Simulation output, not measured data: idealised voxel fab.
A process module follows: voxel transistor to metal.
In the cross-section labelled cut, the width is 270 nm and each square cell is 5 nm.
If you're reading a cross-section in this doc, picture square cells in a grid; it comes to you as bands, top ones listed first down to the bottom, and a band can be one or more rows of cells. For a band, the entry starts with two heights in nm, that of the top and then that of the bottom, and carries on with the band's materials in order from left to right, each alongside its width in nm; the word "throughout" beside a single material means it fills the band edge to edge, and "air" means empty space. We count height from 0. Below that, the starting wafer is all one material. The lowest band never ends at the bottom but goes on down; see "0..down" for how that is written. Top row gets the first number, bottom row gets the second, and each row in between changes by the same step: that is how a band width like "30->40" works. Given "nothing was modified" for a step, no cell of the cross-section differs between before and after that step. Each empty space that has no open way to the top and spans at least 8 cells appears under "Closed void entries" as width x height at distance, the distance counted from the left edge, all in nm. What comes after the settings on a step's line is commentary from the simulator itself on that step. "overlay nm" on a masked step: distance the mask lay right of its planned place, negative for left.

So here's the lineup of process steps we planned:
- 1: RECEIVE [material Si]
- 2: OXIDIZE [depth nm 5]
- 3: CONFORMAL_DEP [material SiN] [thk nm 10]
- 4: MASKED_ETCH [tone cover] [mask id ACTIVE] [width nm 95] [pitch nm 115] [etch materials SiN] [depth nm 10] [overlay nm 0]
- 5: MASKED_ETCH [tone cover] [mask id ACTIVE] [width nm 95] [pitch nm 115] [etch materials SiO2] [depth nm 5] [overlay nm 0]
- 6: MASKED_ETCH [tone cover] [mask id ACTIVE] [width nm 95] [pitch nm 115] [etch materials Si] [depth nm 25] [overlay nm 0]
- 7: OXIDIZE [depth nm 5]
- 8: FILL_DEP [material SiO2] [thk nm 10]
- 9: CMP [height nm 10]
- 10: SELECTIVE_ETCH [etch materials SiO2] [depth nm 5]
- 11: STRIP [etch materials SiN]
- 12: SELECTIVE_ETCH [etch materials SiO2] [depth nm 5]
- 13: OXIDIZE [depth nm 5]
- 14: DIRECTIONAL_DEP [material polySi] [thk nm 30]
- 15: DIRECTIONAL_DEP [material SiCN] [thk nm 10]
- 16: MASKED_ETCH [tone cover] [mask id GATE] [width nm 15] [pitch nm 115] [etch materials SiCN] [depth nm 20] [overlay nm 0]
- 17: MASKED_ETCH [tone cover] [mask id GATE] [width nm 15] [pitch nm 115] [etch materials polySi] [depth nm 40] [overlay nm 0]
- 18: CONFORMAL_DEP [material SiO2] [thk nm 5]
- 19: DIRECTIONAL_ETCH [etch materials SiO2] [depth nm 5]
- 20: CONFORMAL_DEP [material SiN] [thk nm 10]
- 21: DIRECTIONAL_ETCH [etch materials SiN] [depth nm 10]
- 22: DIRECTIONAL_ETCH [etch materials SiO2] [depth nm 5]
- 23: DIRECTIONAL_ETCH [etch materials Si] [depth nm 15]
- 24: EPI [material nSi] [thk nm 15]
- 25: FILL_DEP [material SiO2] [thk nm 10]
- 26: CMP [height nm 35]
- 27: DIRECTIONAL_DEP [material SiO2] [thk nm 15]
- 28: DIRECTIONAL_DEP [material aC] [thk nm 15]
- 29: PATTERN [tone open] [mask id CONTACT] [material resist] [width nm 30] [thk nm 35] [overlay nm 0]
- 30: DIRECTIONAL_ETCH [etch materials aC] [depth nm 15]
- 31: STRIP [etch materials resist]
- 32: DIRECTIONAL_ETCH [etch materials SiO2] [depth nm 45]
- 33: STRIP [etch materials aC]
- 34: CONFORMAL_DEP [material TiN] [thk nm 5]
- 35: FILL_DEP [material W] [thk nm 10]
- 36: CMP [height nm 50]
- 37: DIRECTIONAL_DEP [material TiN] [thk nm 5]
- 38: DIRECTIONAL_DEP [material Ru] [thk nm 15]
- 39: MASKED_ETCH [tone cover] [mask id METAL_1] [width nm 15] [etch materials Ru] [depth nm 15] [overlay nm 0]
- 40: MASKED_ETCH [tone cover] [mask id METAL_1] [width nm 15] [etch materials TiN] [depth nm 5] [overlay nm 0]
- 41: CONFORMAL_DEP [material SiCN] [thk nm 5]
- 42: FILL_DEP [material SiO2] [thk nm 5]
- 43: CMP [height nm 70]
- 44: CONFORMAL_DEP [material SiCN] [thk nm 5]

First wafer, two in total, run as planned:

As received, after step 1:
  0..down: Si throughout
  Closed void entries: none

The wafer in cross-section once step 2 is complete:
  0..-5: SiO2 throughout
  Under the height -5 nothing was changed.

The wafer in cross-section once step 3 is complete:
  10..0: SiN throughout
  Under the height 0 nothing was changed.

The wafer in cross-section once step 4 is complete:
  10..0: air=30 / SiN=95 / air=20 / SiN=95 / air=30
  Under the height 0 nothing was changed.

The wafer in cross-section once step 5 is complete:
  10..0: air=30 / SiN=95 / air=20 / SiN=95 / air=30
  0..-5: air=30 / SiO2=95 / air=20 / SiO2=95 / air=30
  Under the height -5 nothing was changed.

The wafer in cross-section once step 6 is complete:
  10..0: air=30 / SiN=95 / air=20 / SiN=95 / air=30
  0..-5: air=30 / SiO2=95 / air=20 / SiO2=95 / air=30
  -5..-30: air=30 / Si=95 / air=20 / Si=95 / air=30
  Under the height -30 nothing was changed.

The wafer in cross-section once step 7 is complete:
  10..0: air=30 / SiN=95 / air=20 / SiN=95 / air=30
  0..-5: air=30 / SiO2=95 / air=20 / SiO2=95 / air=30
  -5..-30: air=30 / SiO2=5 / Si=85 / SiO2=5 / air=20 / SiO2=5 / Si=85 / SiO2=5 / air=30
  -30..-35: SiO2=35 / Si=85 / SiO2=30 / Si=85 / SiO2=35
  Under the height -35 nothing was changed.

The wafer in cross-section once step 8 is complete:
  20..10: SiO2 throughout
  10..0: SiO2=30 / SiN=95 / SiO2=20 / SiN=95 / SiO2=30
  0..-5: SiO2 throughout
  -5..-35: SiO2=35 / Si=85 / SiO2=30 / Si=85 / SiO2=35
  Under the height -35 nothing was changed.

The wafer in cross-section once step 9 is complete:
  10..0: SiO2=30 / SiN=95 / SiO2=20 / SiN=95 / SiO2=30
  Under the height 0 nothing was changed.

The wafer in cross-section once step 10 is complete:
  10..5: air=30 / SiN=95 / air=20 / SiN=95 / air=30
  Under the height 5 nothing was changed.

The wafer in cross-section once step 11 is complete:
  5..0: SiO2=30 / air=95 / SiO2=20 / air=95 / SiO2=30
  Under the height 0 nothing was changed.

The wafer in cross-section once step 12 is complete:
  0..-5: SiO2=25 / air=105 / SiO2=10 / air=105 / SiO2=25
  Under the height -5 nothing was changed.

The wafer in cross-section once step 13 is complete:
  0..-5: SiO2=25 / air=105 / SiO2=10 / air=105 / SiO2=25
  -5..-10: SiO2 throughout
  Under the height -10 nothing was changed.

The wafer in cross-section once step 14 is complete:
  30..25: polySi=25 / air=105 / polySi=10 / air=105 / polySi=25
  25..0: polySi throughout
  0..-5: SiO2=25 / polySi=105 / SiO2=10 / polySi=105 / SiO2=25
  Under the height -5 nothing was changed.

The wafer in cross-section once step 15 is complete:
  40..35: SiCN=25 / air=105 / SiCN=10 / air=105 / SiCN=25
  35..30: SiCN throughout
  30..25: polySi=25 / SiCN=105 / polySi=10 / SiCN=105 / polySi=25
  Under the height 25 nothing was changed.

The wafer in cross-section once step 16 is complete:
  35..30: air=70 / SiCN=15 / air=100 / SiCN=15 / air=70
  30..25: polySi=25 / air=45 / SiCN=15 / air=45 / polySi=10 / air=45 / SiCN=15 / air=45 / polySi=25
  Under the height 25 nothing was changed.

The wafer in cross-section once step 17 is complete:
  35..25: air=70 / SiCN=15 / air=100 / SiCN=15 / air=70
  25..0: air=70 / polySi=15 / air=100 / polySi=15 / air=70
  0..-5: SiO2=25 / air=45 / polySi=15 / air=45 / SiO2=10 / air=45 / polySi=15 / air=45 / SiO2=25
  Under the height -5 nothing was changed.

The wafer in cross-section once step 18 is complete:
  40..35: air=65 / SiO2=25 / air=90 / SiO2=25 / air=65
  35..25: air=65 / SiO2=5 / SiCN=15 / SiO2=5 / air=90 / SiO2=5 / SiCN=15 / SiO2=5 / air=65
  25..5: air=65 / SiO2=5 / polySi=15 / SiO2=5 / air=90 / SiO2=5 / polySi=15 / SiO2=5 / air=65
  5..0: SiO2=30 / air=35 / SiO2=5 / polySi=15 / SiO2=5 / air=35 / SiO2=20 / air=35 / SiO2=5 / polySi=15 / SiO2=5 / air=35 / SiO2=30
  0..-5: SiO2=70 / polySi=15 / SiO2=100 / polySi=15 / SiO2=70
  Under the height -5 nothing was changed.

The wafer in cross-section once step 19 is complete:
  35..25: air=65 / SiO2=5 / SiCN=15 / SiO2=5 / air=90 / SiO2=5 / SiCN=15 / SiO2=5 / air=65
  25..0: air=65 / SiO2=5 / polySi=15 / SiO2=5 / air=90 / SiO2=5 / polySi=15 / SiO2=5 / air=65
  0..-5: SiO2=30 / air=35 / SiO2=5 / polySi=15 / SiO2=5 / air=35 / SiO2=20 / air=35 / SiO2=5 / polySi=15 / SiO2=5 / air=35 / SiO2=30
  Under the height -5 nothing was changed.

The wafer in cross-section once step 20 is complete:
  45..35: air=55 / SiN=45 / air=70 / SiN=45 / air=55
  35..25: air=55 / SiN=10 / SiO2=5 / SiCN=15 / SiO2=5 / SiN=10 / air=70 / SiN=10 / SiO2=5 / SiCN=15 / SiO2=5 / SiN=10 / air=55
  25..10: air=55 / SiN=10 / SiO2=5 / polySi=15 / SiO2=5 / SiN=10 / air=70 / SiN=10 / SiO2=5 / polySi=15 / SiO2=5 / SiN=10 / air=55
  10..5: SiN=40 / air=15 / SiN=10 / SiO2=5 / polySi=15 / SiO2=5 / SiN=10 / air=15 / SiN=40 / air=15 / SiN=10 / SiO2=5 / polySi=15 / SiO2=5 / SiN=10 / air=15 / SiN=40
  5..0: SiN=65 / SiO2=5 / polySi=15 / SiO2=5 / SiN=90 / SiO2=5 / polySi=15 / SiO2=5 / SiN=65
  0..-5: SiO2=30 / SiN=35 / SiO2=5 / polySi=15 / SiO2=5 / SiN=35 / SiO2=20 / SiN=35 / SiO2=5 / polySi=15 / SiO2=5 / SiN=35 / SiO2=30
  Under the height -5 nothing was changed.

The wafer in cross-section once step 21 is complete:
  35..25: air=55 / SiN=10 / SiO2=5 / SiCN=15 / SiO2=5 / SiN=10 / air=70 / SiN=10 / SiO2=5 / SiCN=15 / SiO2=5 / SiN=10 / air=55
  25..0: air=55 / SiN=10 / SiO2=5 / polySi=15 / SiO2=5 / SiN=10 / air=70 / SiN=10 / SiO2=5 / polySi=15 / SiO2=5 / SiN=10 / air=55
  0..-5: SiO2=30 / SiN=10 / air=15 / SiN=10 / SiO2=5 / polySi=15 / SiO2=5 / SiN=10 / air=15 / SiN=10 / SiO2=20 / SiN=10 / air=15 / SiN=10 / SiO2=5 / polySi=15 / SiO2=5 / SiN=10 / air=15 / SiN=10 / SiO2=30
  Under the height -5 nothing was changed.

The wafer in cross-section once step 22 is complete:
  35..30: air=55 / SiN=10 / air=5 / SiCN=15 / air=5 / SiN=10 / air=70 / SiN=10 / air=5 / SiCN=15 / air=5 / SiN=10 / air=55
  30..25: air=55 / SiN=10 / SiO2=5 / SiCN=15 / SiO2=5 / SiN=10 / air=70 / SiN=10 / SiO2=5 / SiCN=15 / SiO2=5 / SiN=10 / air=55
  25..0: air=55 / SiN=10 / SiO2=5 / polySi=15 / SiO2=5 / SiN=10 / air=70 / SiN=10 / SiO2=5 / polySi=15 / SiO2=5 / SiN=10 / air=55
  0..-5: air=30 / SiN=10 / air=15 / SiN=10 / SiO2=5 / polySi=15 / SiO2=5 / SiN=10 / air=15 / SiN=10 / air=20 / SiN=10 / air=15 / SiN=10 / SiO2=5 / polySi=15 / SiO2=5 / SiN=10 / air=15 / SiN=10 / air=30
  -5..-10: SiO2=40 / air=15 / SiO2=45 / air=15 / SiO2=40 / air=15 / SiO2=45 / air=15 / SiO2=40
  Under the height -10 nothing was changed.

The wafer in cross-section once step 23 is complete:
  35..30: air=55 / SiN=10 / air=5 / SiCN=15 / air=5 / SiN=10 / air=70 / SiN=10 / air=5 / SiCN=15 / air=5 / SiN=10 / air=55
  30..25: air=55 / SiN=10 / SiO2=5 / SiCN=15 / SiO2=5 / SiN=10 / air=70 / SiN=10 / SiO2=5 / SiCN=15 / SiO2=5 / SiN=10 / air=55
  25..0: air=55 / SiN=10 / SiO2=5 / polySi=15 / SiO2=5 / SiN=10 / air=70 / SiN=10 / SiO2=5 / polySi=15 / SiO2=5 / SiN=10 / air=55
  0..-5: air=30 / SiN=10 / air=15 / SiN=10 / SiO2=5 / polySi=15 / SiO2=5 / SiN=10 / air=15 / SiN=10 / air=20 / SiN=10 / air=15 / SiN=10 / SiO2=5 / polySi=15 / SiO2=5 / SiN=10 / air=15 / SiN=10 / air=30
  -5..-10: SiO2=40 / air=15 / SiO2=45 / air=15 / SiO2=40 / air=15 / SiO2=45 / air=15 / SiO2=40
  -10..-25: SiO2=35 / Si=5 / air=15 / Si=45 / air=15 / Si=5 / SiO2=30 / Si=5 / air=15 / Si=45 / air=15 / Si=5 / SiO2=35
  Under the height -25 nothing was changed.

The wafer in cross-section once step 24 is complete:
  35..30: air=55 / SiN=10 / air=5 / SiCN=15 / air=5 / SiN=10 / air=70 / SiN=10 / air=5 / SiCN=15 / air=5 / SiN=10 / air=55
  30..25: air=55 / SiN=10 / SiO2=5 / SiCN=15 / SiO2=5 / SiN=10 / air=70 / SiN=10 / SiO2=5 / SiCN=15 / SiO2=5 / SiN=10 / air=55
  25..5: air=55 / SiN=10 / SiO2=5 / polySi=15 / SiO2=5 / SiN=10 / air=70 / SiN=10 / SiO2=5 / polySi=15 / SiO2=5 / SiN=10 / air=55
  5..0: air=35 / nSi=20 / SiN=10 / SiO2=5 / polySi=15 / SiO2=5 / SiN=10 / nSi=20 / air=30 / nSi=20 / SiN=10 / SiO2=5 / polySi=15 / SiO2=5 / SiN=10 / nSi=20 / air=35
  0..-5: air=30 / SiN=10 / nSi=15 / SiN=10 / SiO2=5 / polySi=15 / SiO2=5 / SiN=10 / nSi=15 / SiN=10 / air=20 / SiN=10 / nSi=15 / SiN=10 / SiO2=5 / polySi=15 / SiO2=5 / SiN=10 / nSi=15 / SiN=10 / air=30
  -5..-10: SiO2=40 / nSi=15 / SiO2=45 / nSi=15 / SiO2=40 / nSi=15 / SiO2=45 / nSi=15 / SiO2=40
  -10..-25: SiO2=35 / Si=5 / nSi=15 / Si=45 / nSi=15 / Si=5 / SiO2=30 / Si=5 / nSi=15 / Si=45 / nSi=15 / Si=5 / SiO2=35
  Under the height -25 nothing was changed.

The wafer in cross-section once step 25 is complete:
  45..35: SiO2 throughout
  35..25: SiO2=55 / SiN=10 / SiO2=5 / SiCN=15 / SiO2=5 / SiN=10 / SiO2=70 / SiN=10 / SiO2=5 / SiCN=15 / SiO2=5 / SiN=10 / SiO2=55
  25..5: SiO2=55 / SiN=10 / SiO2=5 / polySi=15 / SiO2=5 / SiN=10 / SiO2=70 / SiN=10 / SiO2=5 / polySi=15 / SiO2=5 / SiN=10 / SiO2=55
  5..0: SiO2=35 / nSi=20 / SiN=10 / SiO2=5 / polySi=15 / SiO2=5 / SiN=10 / nSi=20 / SiO2=30 / nSi=20 / SiN=10 / SiO2=5 / polySi=15 / SiO2=5 / SiN=10 / nSi=20 / SiO2=35
  0..-5: SiO2=30 / SiN=10 / nSi=15 / SiN=10 / SiO2=5 / polySi=15 / SiO2=5 / SiN=10 / nSi=15 / SiN=10 / SiO2=20 / SiN=10 / nSi=15 / SiN=10 / SiO2=5 / polySi=15 / SiO2=5 / SiN=10 / nSi=15 / SiN=10 / SiO2=30
  Under the height -5 nothing was changed.

The wafer in cross-section once step 26 is complete:
  35..25: SiO2=55 / SiN=10 / SiO2=5 / SiCN=15 / SiO2=5 / SiN=10 / SiO2=70 / SiN=10 / SiO2=5 / SiCN=15 / SiO2=5 / SiN=10 / SiO2=55
  Under the height 25 nothing was changed.

The wafer in cross-section once step 27 is complete:
  50..35: SiO2 throughout
  Under the height 35 nothing was changed.

The wafer in cross-section once step 28 is complete:
  65..50: aC throughout
  Under the height 50 nothing was changed.

The wafer in cross-section once step 29 is complete:
  100..65: resist=35 / air=30 / resist=25 / air=30 / resist=30 / air=30 / resist=25 / air=30 / resist=35
  Under the height 65 nothing was changed.

The wafer in cross-section once step 30 is complete:
  85..65: resist=35 / air=30 / resist=25 / air=30 / resist=30 / air=30 / resist=25 / air=30 / resist=35
  65..50: aC=35 / air=30 / aC=25 / air=30 / aC=30 / air=30 / aC=25 / air=30 / aC=35
  Under the height 50 nothing was changed.

The wafer in cross-section once step 31 is complete:
  65..50: aC=35 / air=30 / aC=25 / air=30 / aC=30 / air=30 / aC=25 / air=30 / aC=35
  Under the height 50 nothing was changed.

The wafer in cross-section once step 32 is complete:
  65..50: aC=35 / air=30 / aC=25 / air=30 / aC=30 / air=30 / aC=25 / air=30 / aC=35
  50..35: SiO2=35 / air=30 / SiO2=25 / air=30 / SiO2=30 / air=30 / SiO2=25 / air=30 / SiO2=35
  35..25: SiO2=35 / air=20 / SiN=10 / SiO2=5 / SiCN=15 / SiO2=5 / SiN=10 / air=20 / SiO2=30 / air=20 / SiN=10 / SiO2=5 / SiCN=15 / SiO2=5 / SiN=10 / air=20 / SiO2=35
  25..5: SiO2=35 / air=20 / SiN=10 / SiO2=5 / polySi=15 / SiO2=5 / SiN=10 / air=20 / SiO2=30 / air=20 / SiN=10 / SiO2=5 / polySi=15 / SiO2=5 / SiN=10 / air=20 / SiO2=35
  Under the height 5 nothing was changed.

The wafer in cross-section once step 33 is complete:
  50..35: SiO2=35 / air=30 / SiO2=25 / air=30 / SiO2=30 / air=30 / SiO2=25 / air=30 / SiO2=35
  Under the height 35 nothing was changed.

The wafer in cross-section once step 34 is complete:
  55..50: TiN=40 / air=20 / TiN=35 / air=20 / TiN=40 / air=20 / TiN=35 / air=20 / TiN=40
  50..40: SiO2=35 / TiN=5 / air=20 / TiN=5 / SiO2=25 / TiN=5 / air=20 / TiN=5 / SiO2=30 / TiN=5 / air=20 / TiN=5 / SiO2=25 / TiN=5 / air=20 / TiN=5 / SiO2=35
  40..35: SiO2=35 / TiN=5 / air=10 / TiN=15 / SiO2=25 / TiN=15 / air=10 / TiN=5 / SiO2=30 / TiN=5 / air=10 / TiN=15 / SiO2=25 / TiN=15 / air=10 / TiN=5 / SiO2=35
  35..25: SiO2=35 / TiN=5 / air=10 / TiN=5 / SiN=10 / SiO2=5 / SiCN=15 / SiO2=5 / SiN=10 / TiN=5 / air=10 / TiN=5 / SiO2=30 / TiN=5 / air=10 / TiN=5 / SiN=10 / SiO2=5 / SiCN=15 / SiO2=5 / SiN=10 / TiN=5 / air=10 / TiN=5 / SiO2=35
  25..10: SiO2=35 / TiN=5 / air=10 / TiN=5 / SiN=10 / SiO2=5 / polySi=15 / SiO2=5 / SiN=10 / TiN=5 / air=10 / TiN=5 / SiO2=30 / TiN=5 / air=10 / TiN=5 / SiN=10 / SiO2=5 / polySi=15 / SiO2=5 / SiN=10 / TiN=5 / air=10 / TiN=5 / SiO2=35
  10..5: SiO2=35 / TiN=20 / SiN=10 / SiO2=5 / polySi=15 / SiO2=5 / SiN=10 / TiN=20 / SiO2=30 / TiN=20 / SiN=10 / SiO2=5 / polySi=15 / SiO2=5 / SiN=10 / TiN=20 / SiO2=35
  Under the height 5 nothing was changed.

The wafer in cross-section once step 35 is complete:
  65..55: W throughout
  55..50: TiN=40 / W=20 / TiN=35 / W=20 / TiN=40 / W=20 / TiN=35 / W=20 / TiN=40
  50..40: SiO2=35 / TiN=5 / W=20 / TiN=5 / SiO2=25 / TiN=5 / W=20 / TiN=5 / SiO2=30 / TiN=5 / W=20 / TiN=5 / SiO2=25 / TiN=5 / W=20 / TiN=5 / SiO2=35
  40..35: SiO2=35 / TiN=5 / W=10 / TiN=15 / SiO2=25 / TiN=15 / W=10 / TiN=5 / SiO2=30 / TiN=5 / W=10 / TiN=15 / SiO2=25 / TiN=15 / W=10 / TiN=5 / SiO2=35
  35..25: SiO2=35 / TiN=5 / W=10 / TiN=5 / SiN=10 / SiO2=5 / SiCN=15 / SiO2=5 / SiN=10 / TiN=5 / W=10 / TiN=5 / SiO2=30 / TiN=5 / W=10 / TiN=5 / SiN=10 / SiO2=5 / SiCN=15 / SiO2=5 / SiN=10 / TiN=5 / W=10 / TiN=5 / SiO2=35
  25..10: SiO2=35 / TiN=5 / W=10 / TiN=5 / SiN=10 / SiO2=5 / polySi=15 / SiO2=5 / SiN=10 / TiN=5 / W=10 / TiN=5 / SiO2=30 / TiN=5 / W=10 / TiN=5 / SiN=10 / SiO2=5 / polySi=15 / SiO2=5 / SiN=10 / TiN=5 / W=10 / TiN=5 / SiO2=35
  Under the height 10 nothing was changed.

The wafer in cross-section once step 36 is complete:
  50..40: SiO2=35 / TiN=5 / W=20 / TiN=5 / SiO2=25 / TiN=5 / W=20 / TiN=5 / SiO2=30 / TiN=5 / W=20 / TiN=5 / SiO2=25 / TiN=5 / W=20 / TiN=5 / SiO2=35
  Under the height 40 nothing was changed.

The wafer in cross-section once step 37 is complete:
  55..50: TiN throughout
  Under the height 50 nothing was changed.

The wafer in cross-section once step 38 is complete:
  70..55: Ru throughout
  Under the height 55 nothing was changed.

The wafer in cross-section once step 39 is complete:
  70..55: air=35 / Ru=15 / air=55 / Ru=15 / air=30 / Ru=15 / air=55 / Ru=15 / air=35
  Under the height 55 nothing was changed.

The wafer in cross-section once step 40 is complete:
  70..55: air=35 / Ru=15 / air=55 / Ru=15 / air=30 / Ru=15 / air=55 / Ru=15 / air=35
  55..50: air=35 / TiN=15 / air=55 / TiN=15 / air=30 / TiN=15 / air=55 / TiN=15 / air=35
  Under the height 50 nothing was changed.

The wafer in cross-section once step 41 is complete:
  75..70: air=30 / SiCN=25 / air=45 / SiCN=25 / air=20 / SiCN=25 / air=45 / SiCN=25 / air=30
  70..55: air=30 / SiCN=5 / Ru=15 / SiCN=5 / air=45 / SiCN=5 / Ru=15 / SiCN=5 / air=20 / SiCN=5 / Ru=15 / SiCN=5 / air=45 / SiCN=5 / Ru=15 / SiCN=5 / air=30
  55..50: SiCN=35 / TiN=15 / SiCN=55 / TiN=15 / SiCN=30 / TiN=15 / SiCN=55 / TiN=15 / SiCN=35
  Under the height 50 nothing was changed.

The wafer in cross-section once step 42 is complete:
  80..75: SiO2 throughout
  75..70: SiO2=30 / SiCN=25 / SiO2=45 / SiCN=25 / SiO2=20 / SiCN=25 / SiO2=45 / SiCN=25 / SiO2=30
  70..55: SiO2=30 / SiCN=5 / Ru=15 / SiCN=5 / SiO2=45 / SiCN=5 / Ru=15 / SiCN=5 / SiO2=20 / SiCN=5 / Ru=15 / SiCN=5 / SiO2=45 / SiCN=5 / Ru=15 / SiCN=5 / SiO2=30
  Under the height 55 nothing was changed.

The wafer in cross-section once step 43 is complete:
  70..55: SiO2=30 / SiCN=5 / Ru=15 / SiCN=5 / SiO2=45 / SiCN=5 / Ru=15 / SiCN=5 / SiO2=20 / SiCN=5 / Ru=15 / SiCN=5 / SiO2=45 / SiCN=5 / Ru=15 / SiCN=5 / SiO2=30
  Under the height 55 nothing was changed.

The wafer in cross-section once step 44 is complete:
  75..70: SiCN throughout
  Under the height 70 nothing was changed.

Wafer two. Same start, same plan, one slip in execution. Same as wafer one through step 28, inclusive:

Cross-section of the second wafer at the time step 29 of the plan should have ended:
  100..65: air=35 / resist=30 / air=25 / resist=30 / air=30 / resist=30 / air=25 / resist=30 / air=35
  Under the height 65 nothing was changed.

Cross-section of the second wafer at the time step 30 of the plan should have ended:
  85..65: air=35 / resist=30 / air=25 / resist=30 / air=30 / resist=30 / air=25 / resist=30 / air=35
  65..50: air=35 / aC=30 / air=25 / aC=30 / air=30 / aC=30 / air=25 / aC=30 / air=35
  Under the height 50 nothing was changed.

Cross-section of the second wafer at the time step 31 of the plan should have ended:
  65..50: air=35 / aC=30 / air=25 / aC=30 / air=30 / aC=30 / air=25 / aC=30 / air=35
  Under the height 50 nothing was changed.

Cross-section of the second wafer at the time step 32 of the plan should have ended:
  65..50: air=35 / aC=30 / air=25 / aC=30 / air=30 / aC=30 / air=25 / aC=30 / air=35
  50..35: air=35 / SiO2=30 / air=25 / SiO2=30 / air=30 / SiO2=30 / air=25 / SiO2=30 / air=35
  35..25: air=35 / SiO2=20 / SiN=10 / air=5 / SiCN=15 / air=5 / SiN=10 / SiO2=20 / air=30 / SiO2=20 / SiN=10 / air=5 / SiCN=15 / air=5 / SiN=10 / SiO2=20 / air=35
  25..5: air=35 / SiO2=20 / SiN=10 / air=5 / polySi=15 / air=5 / SiN=10 / SiO2=20 / air=30 / SiO2=20 / SiN=10 / air=5 / polySi=15 / air=5 / SiN=10 / SiO2=20 / air=35
  Under the height 5 nothing was changed.

Cross-section of the second wafer at the time step 33 of the plan should have ended:
  50..35: air=35 / SiO2=30 / air=25 / SiO2=30 / air=30 / SiO2=30 / air=25 / SiO2=30 / air=35
  Under the height 35 nothing was changed.

Cross-section of the second wafer at the time step 34 of the plan should have ended:
  55..50: air=30 / TiN=40 / air=15 / TiN=40 / air=20 / TiN=40 / air=15 / TiN=40 / air=30
  50..40: air=30 / TiN=5 / SiO2=30 / TiN=5 / air=15 / TiN=5 / SiO2=30 / TiN=5 / air=20 / TiN=5 / SiO2=30 / TiN=5 / air=15 / TiN=5 / SiO2=30 / TiN=5 / air=30
  40..35: air=30 / TiN=5 / SiO2=30 / TiN=25 / SiO2=30 / TiN=5 / air=20 / TiN=5 / SiO2=30 / TiN=25 / SiO2=30 / TiN=5 / air=30
  35..25: air=30 / TiN=5 / SiO2=20 / SiN=10 / TiN=5 / SiCN=15 / TiN=5 / SiN=10 / SiO2=20 / TiN=5 / air=20 / TiN=5 / SiO2=20 / SiN=10 / TiN=5 / SiCN=15 / TiN=5 / SiN=10 / SiO2=20 / TiN=5 / air=30
  25..10: air=30 / TiN=5 / SiO2=20 / SiN=10 / TiN=5 / polySi=15 / TiN=5 / SiN=10 / SiO2=20 / TiN=5 / air=20 / TiN=5 / SiO2=20 / SiN=10 / TiN=5 / polySi=15 / TiN=5 / SiN=10 / SiO2=20 / TiN=5 / air=30
  10..5: TiN=35 / SiO2=20 / SiN=10 / TiN=5 / polySi=15 / TiN=5 / SiN=10 / SiO2=20 / TiN=30 / SiO2=20 / SiN=10 / TiN=5 / polySi=15 / TiN=5 / SiN=10 / SiO2=20 / TiN=35
  Under the height 5 nothing was changed.

Cross-section of the second wafer at the time step 35 of the plan should have ended:
  65..55: W throughout
  55..50: W=30 / TiN=40 / W=15 / TiN=40 / W=20 / TiN=40 / W=15 / TiN=40 / W=30
  50..40: W=30 / TiN=5 / SiO2=30 / TiN=5 / W=15 / TiN=5 / SiO2=30 / TiN=5 / W=20 / TiN=5 / SiO2=30 / TiN=5 / W=15 / TiN=5 / SiO2=30 / TiN=5 / W=30
  40..35: W=30 / TiN=5 / SiO2=30 / TiN=25 / SiO2=30 / TiN=5 / W=20 / TiN=5 / SiO2=30 / TiN=25 / SiO2=30 / TiN=5 / W=30
  35..25: W=30 / TiN=5 / SiO2=20 / SiN=10 / TiN=5 / SiCN=15 / TiN=5 / SiN=10 / SiO2=20 / TiN=5 / W=20 / TiN=5 / SiO2=20 / SiN=10 / TiN=5 / SiCN=15 / TiN=5 / SiN=10 / SiO2=20 / TiN=5 / W=30
  25..10: W=30 / TiN=5 / SiO2=20 / SiN=10 / TiN=5 / polySi=15 / TiN=5 / SiN=10 / SiO2=20 / TiN=5 / W=20 / TiN=5 / SiO2=20 / SiN=10 / TiN=5 / polySi=15 / TiN=5 / SiN=10 / SiO2=20 / TiN=5 / W=30
  Under the height 10 nothing was changed.

Cross-section of the second wafer at the time step 36 of the plan should have ended:
  50..40: W=30 / TiN=5 / SiO2=30 / TiN=5 / W=15 / TiN=5 / SiO2=30 / TiN=5 / W=20 / TiN=5 / SiO2=30 / TiN=5 / W=15 / TiN=5 / SiO2=30 / TiN=5 / W=30
  Under the height 40 nothing was changed.

Cross-section of the second wafer at the time step 37 of the plan should have ended:
  55..50: TiN throughout
  Under the height 50 nothing was changed.

Cross-section of the second wafer at the time step 38 of the plan should have ended:
  70..55: Ru throughout
  Under the height 55 nothing was changed.

Cross-section of the second wafer at the time step 39 of the plan should have ended:
  70..55: air=35 / Ru=15 / air=55 / Ru=15 / air=30 / Ru=15 / air=55 / Ru=15 / air=35
  Under the height 55 nothing was changed.

Cross-section of the second wafer at the time step 40 of the plan should have ended:
  70..55: air=35 / Ru=15 / air=55 / Ru=15 / air=30 / Ru=15 / air=55 / Ru=15 / air=35
  55..50: air=35 / TiN=15 / air=55 / TiN=15 / air=30 / TiN=15 / air=55 / TiN=15 / air=35
  Under the height 50 nothing was changed.

Cross-section of the second wafer at the time step 41 of the plan should have ended:
  75..70: air=30 / SiCN=25 / air=45 / SiCN=25 / air=20 / SiCN=25 / air=45 / SiCN=25 / air=30
  70..55: air=30 / SiCN=5 / Ru=15 / SiCN=5 / air=45 / SiCN=5 / Ru=15 / SiCN=5 / air=20 / SiCN=5 / Ru=15 / SiCN=5 / air=45 / SiCN=5 / Ru=15 / SiCN=5 / air=30
  55..50: SiCN=35 / TiN=15 / SiCN=55 / TiN=15 / SiCN=30 / TiN=15 / SiCN=55 / TiN=15 / SiCN=35
  Under the height 50 nothing was changed.

Cross-section of the second wafer at the time step 42 of the plan should have ended:
  80..75: SiO2 throughout
  75..70: SiO2=30 / SiCN=25 / SiO2=45 / SiCN=25 / SiO2=20 / SiCN=25 / SiO2=45 / SiCN=25 / SiO2=30
  70..55: SiO2=30 / SiCN=5 / Ru=15 / SiCN=5 / SiO2=45 / SiCN=5 / Ru=15 / SiCN=5 / SiO2=20 / SiCN=5 / Ru=15 / SiCN=5 / SiO2=45 / SiCN=5 / Ru=15 / SiCN=5 / SiO2=30
  Under the height 55 nothing was changed.

Cross-section of the second wafer at the time step 43 of the plan should have ended:
  70..55: SiO2=30 / SiCN=5 / Ru=15 / SiCN=5 / SiO2=45 / SiCN=5 / Ru=15 / SiCN=5 / SiO2=20 / SiCN=5 / Ru=15 / SiCN=5 / SiO2=45 / SiCN=5 / Ru=15 / SiCN=5 / SiO2=30
  Under the height 55 nothing was changed.

Cross-section of the second wafer at the time step 44 of the plan should have ended:
  75..70: SiCN throughout
  Under the height 70 nothing was changed.
It is concluded that the wafer was processed incorrectly with respect to the plan, in that note that step 29 departed from the planned setting and was carried out as PATTERN [tone cover] [mask id CONTACT] [material resist] [width nm 30] [thk nm 35] [overlay nm 0]
Once processing is complete, comparing cell counts shows that the second wafer has more or fewer of certain materials than the first: SiO2: 66 fewer, TiN: 6 more, W: 60 more
